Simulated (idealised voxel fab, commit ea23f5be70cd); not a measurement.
Herein follows the process module entitled voxel transistor to metal.
Cross-section cut spans 170 nm and uses square cells 5 nm in size.
In what follows, cross-sections appear as grids of square cells, described through bands that run from the top down, where every band is one or more rows of cells.
Band: top height; bottom height; in nm. Then, left to right: material with width in nm, for each material. "edge to edge": a single material spanning edge to edge. "blank": empty space.
For the purposes of this specification, 0 denotes the height below which the wafer in its as-received condition is composed wholly of one material, and the lowermost band, lacking a lower limit, extends downward without end, as expressed in "0 and below".
Width "30 to 40": first value at the band's top row of cells, second value at its bottom row, equal change from row to row.
It should be understood that the words "nothing different", when stated for a given step, signify that the cross-section underwent no change in any of its cells during that step.
Empty spaces without an open route to the top, at least 8 cells in extent, make up the entry "Cavities, sealed"; each is given as width x height at distance, where the distance is measured from the left edge, and all are in nm.
Post-settings text on a step line: simulator's own remark regarding the step.
overlay nm: how far to the right of its planned place the mask lay on this masked step (negative: to the left).
Planned step list for the process
| 1 | RECEIVE,material Si |
| 2 | CONFORMAL_DEP,material SiO2,thk nm 5 |
| 3 | CONFORMAL_DEP,material SiN,thk nm 15 |
| 4 | DIRECTIONAL_DEP,material aC,thk nm 10 |
| 5 | PATTERN,tone cover,mask id ACTIVE,material resist,width nm 130,thk nm 30,overlay nm 0 |
| 6 | DIRECTIONAL_ETCH,etch materials aC,depth nm 10 |
| 7 | STRIP,etch materials resist |
| 8 | DIRECTIONAL_ETCH,etch materials SiN,depth nm 15 |
| 9 | DIRECTIONAL_ETCH,etch materials SiO2,depth nm 5 |
| 10 | DIRECTIONAL_ETCH,etch materials Si,depth nm 30 |
| 11 | STRIP,etch materials aC |
| 12 | OXIDIZE,depth nm 5 |
| 13 | FILL_DEP,material SiO2,thk nm 5 |
| 14 | CMP,height nm 20 |
| 15 | SELECTIVE_ETCH,etch materials SiO2,depth nm 5 |
| 16 | STRIP,etch materials SiN |
| 17 | SELECTIVE_ETCH,etch materials SiO2,depth nm 5 |
| 18 | OXIDIZE,depth nm 5 |
| 19 | DIRECTIONAL_DEP,material polySi,thk nm 30 |
| 20 | DIRECTIONAL_DEP,material SiCN,thk nm 10 |
| 21 | MASKED_ETCH,tone cover,mask id GATE,width nm 30,etch materials SiCN,depth nm 20,overlay nm 0 |
| 22 | MASKED_ETCH,tone cover,mask id GATE,width nm 30,etch materials polySi,depth nm 40,overlay nm 0 |
| 23 | CONFORMAL_DEP,material SiO2,thk nm 5 |
| 24 | DIRECTIONAL_ETCH,etch materials SiO2,depth nm 5 |
| 25 | CONFORMAL_DEP,material SiN,thk nm 10 |
| 26 | DIRECTIONAL_ETCH,etch materials SiN,depth nm 10 |
| 27 | DIRECTIONAL_ETCH,etch materials SiO2,depth nm 5 |
| 28 | EPI,material pSi,thk nm 5 |
| 29 | FILL_DEP,material SiO2,thk nm 10 |
| 30 | CMP,height nm 30 |
| 31 | STRIP,etch materials polySi |
| 32 | SELECTIVE_ETCH,etch materials SiO2,depth nm 5 |
| 33 | CONFORMAL_DEP,material HfO2,thk nm 5 |
| 34 | CONFORMAL_DEP,material TiN,thk nm 5 |
| 35 | FILL_DEP,material W,thk nm 10 |
| 36 | CMP,height nm 25 |
| 37 | DIRECTIONAL_DEP,material SiO2,thk nm 15 |
| 38 | MASKED_ETCH,tone open,mask id CONTACT,width nm 20,pitch nm 90,etch materials SiO2,depth nm 40,overlay nm 0 |
| 39 | CONFORMAL_DEP,material TiN,thk nm 5 |
| 40 | FILL_DEP,material Ru,thk nm 5 |
| 41 | CMP,height nm 40 |
| 42 | CONFORMAL_DEP,material SiN,thk nm 5 |
| 43 | DIRECTIONAL_DEP,material lowk,thk nm 15 |
| 44 | PATTERN,tone open,mask id METAL_1,material resist,width nm 20,pitch nm 90,thk nm 20,overlay nm 0 |
| 45 | DIRECTIONAL_ETCH,etch materials lowk,depth nm 15 |
| 46 | DIRECTIONAL_ETCH,etch materials SiN,depth nm 5 |
| 47 | STRIP,etch materials resist |
| 48 | CONFORMAL_DEP,material TiN,thk nm 5 |
| 49 | FILL_DEP,material Cu,thk nm 5 |
| 50 | CMP,height nm 60 |
| 51 | CONFORMAL_DEP,material SiCN,thk nm 5 |
| 52 | DIRECTIONAL_DEP,material SiO2,thk nm 30 |
| 53 | PATTERN,tone open,mask id METAL_2,material resist,width nm 20,pitch nm 90,thk nm 20,overlay nm 0 |
| 54 | DIRECTIONAL_ETCH,etch materials SiO2,depth nm 20 |
| 55 | STRIP,etch materials resist |
| 56 | DIRECTIONAL_DEP,material aC,thk nm 10 |
| 57 | PATTERN,tone open,mask id METAL_2_HOLES,material resist,width nm 15,pitch nm 90,thk nm 30,overlay nm 0 |
| 58 | DIRECTIONAL_ETCH,etch materials aC,depth nm 10 |
| 59 | STRIP,etch materials resist |
| 60 | DIRECTIONAL_ETCH,etch materials SiO2,depth nm 10 |
| 61 | DIRECTIONAL_ETCH,etch materials SiCN,depth nm 5 |
| 62 | STRIP,etch materials aC |
| 63 | CONFORMAL_DEP,material TiN,thk nm 5 |
| 64 | FILL_DEP,material Cu,thk nm 10 |
| 65 | CMP,height nm 95 |
| 66 | CONFORMAL_DEP,material SiCN,thk nm 5 |
As-received state of the wafer in cross-section, equivalent to post-step 1
  0 and below = Si edge to edge
  Cavities, sealed: none
The first of the two wafers as seen in cross-section once the module was finished; processing followed the plan
  100 down to 95 = SiCN edge to edge
  95 down to 80 = SiO2 30, TiN 5, Cu 10, TiN 5, SiO2 70, TiN 5, Cu 10, TiN 5, SiO2 30
  80 down to 75 = SiO2 30, TiN 5, Cu 5, TiN 10, SiO2 70, TiN 5, Cu 5, TiN 10, SiO2 30
  75 down to 65 = SiO2 30, TiN 5, Cu 5, TiN 5, SiO2 75, TiN 5, Cu 5, TiN 5, SiO2 35
  65 down to 60 = SiCN 30, TiN 15, SiCN 75, TiN 15, SiCN 35
  60 down to 45 = lowk 30, TiN 5, Cu 10, TiN 5, lowk 70, TiN 5, Cu 10, TiN 5, lowk 30
  45 down to 40 = SiN 30, TiN 20, SiN 70, TiN 20, SiN 30
  40 down to 25 = SiO2 30, TiN 5, Ru 10, TiN 5, SiO2 70, TiN 5, Ru 10, TiN 5, SiO2 30
  25 down to 10 = SiO2 30, TiN 5, Ru 10, TiN 5, SiO2 5, SiN 10, HfO2 5, TiN 5, W 20, TiN 5, HfO2 5, SiN 10, SiO2 5, TiN 5, Ru 10, TiN 5, SiO2 30
  10 down to 5 = SiO2 20, SiN 10, TiN 5, Ru 10, TiN 5, SiO2 5, SiN 10, HfO2 5, TiN 5, W 20, TiN 5, HfO2 5, SiN 10, SiO2 5, TiN 5, Ru 10, TiN 5, SiN 10, SiO2 20
  5 down to 0 = SiO2 20, SiN 10, TiN 20, SiO2 5, SiN 10, HfO2 5, TiN 30, HfO2 5, SiN 10, SiO2 5, TiN 20, SiN 10, SiO2 20
  0 down to -5 = SiO2 30, pSi 25, SiO2 10, HfO2 40, SiO2 10, pSi 25, SiO2 30
  -5 down to -35 = SiO2 25, Si 120, SiO2 25
  -35 and below = Si edge to edge
  Cavities, sealed: none
Second wafer of the two, sectioned at the end of the module. It began like the first and followed the same plan, but one mistake was made while running it
  100 down to 95 = SiCN edge to edge
  95 down to 85 = Cu 40 to 25, TiN 5 to 20, SiO2 5, TiN 5, Cu 75 to 60, TiN 5 to 20, SiO2 5, TiN 5, Cu 25
  85 down to 80 = Cu 25, TiN 5, SiO2 20, TiN 5, Cu 60, TiN 5, SiO2 20, TiN 5, Cu 25
  80 down to 75 = TiN 30, SiO2 20, TiN 70, SiO2 20, TiN 30
  75 down to 65 = SiO2 edge to edge
  65 down to 60 = SiCN edge to edge
  60 down to 45 = lowk 30, TiN 5, Cu 10, TiN 5, lowk 70, TiN 5, Cu 10, TiN 5, lowk 30
  45 down to 40 = SiN 30, TiN 20, SiN 70, TiN 20, SiN 30
  40 down to 25 = SiO2 30, TiN 5, Ru 10, TiN 5, SiO2 70, TiN 5, Ru 10, TiN 5, SiO2 30
  25 down to 10 = SiO2 30, TiN 5, Ru 10, TiN 5, SiO2 5, SiN 10, HfO2 5, TiN 5, W 20, TiN 5, HfO2 5, SiN 10, SiO2 5, TiN 5, Ru 10, TiN 5, SiO2 30
  10 down to 5 = SiO2 20, SiN 10, TiN 5, Ru 10, TiN 5, SiO2 5, SiN 10, HfO2 5, TiN 5, W 20, TiN 5, HfO2 5, SiN 10, SiO2 5, TiN 5, Ru 10, TiN 5, SiN 10, SiO2 20
  5 down to 0 = SiO2 20, SiN 10, TiN 20, SiO2 5, SiN 10, HfO2 5, TiN 30, HfO2 5, SiN 10, SiO2 5, TiN 20, SiN 10, SiO2 20
  0 down to -5 = SiO2 30, pSi 25, SiO2 10, HfO2 40, SiO2 10, pSi 25, SiO2 30
  -5 down to -35 = SiO2 25, Si 120, SiO2 25
  -35 and below = Si edge to edge
  Cavities, sealed: none
Deviation noted in wafer processing: in deviation from the planned setting, step 53 was conducted as PATTERN,tone cover,mask id METAL_2,material resist,width nm 20,pitch nm 90,thk nm 20,overlay nm 0
Counted in cells at the end, the second wafer holds more or fewer of these materials than the first: Cu +54 | SiCN +6 | SiO2 -72 | TiN +12
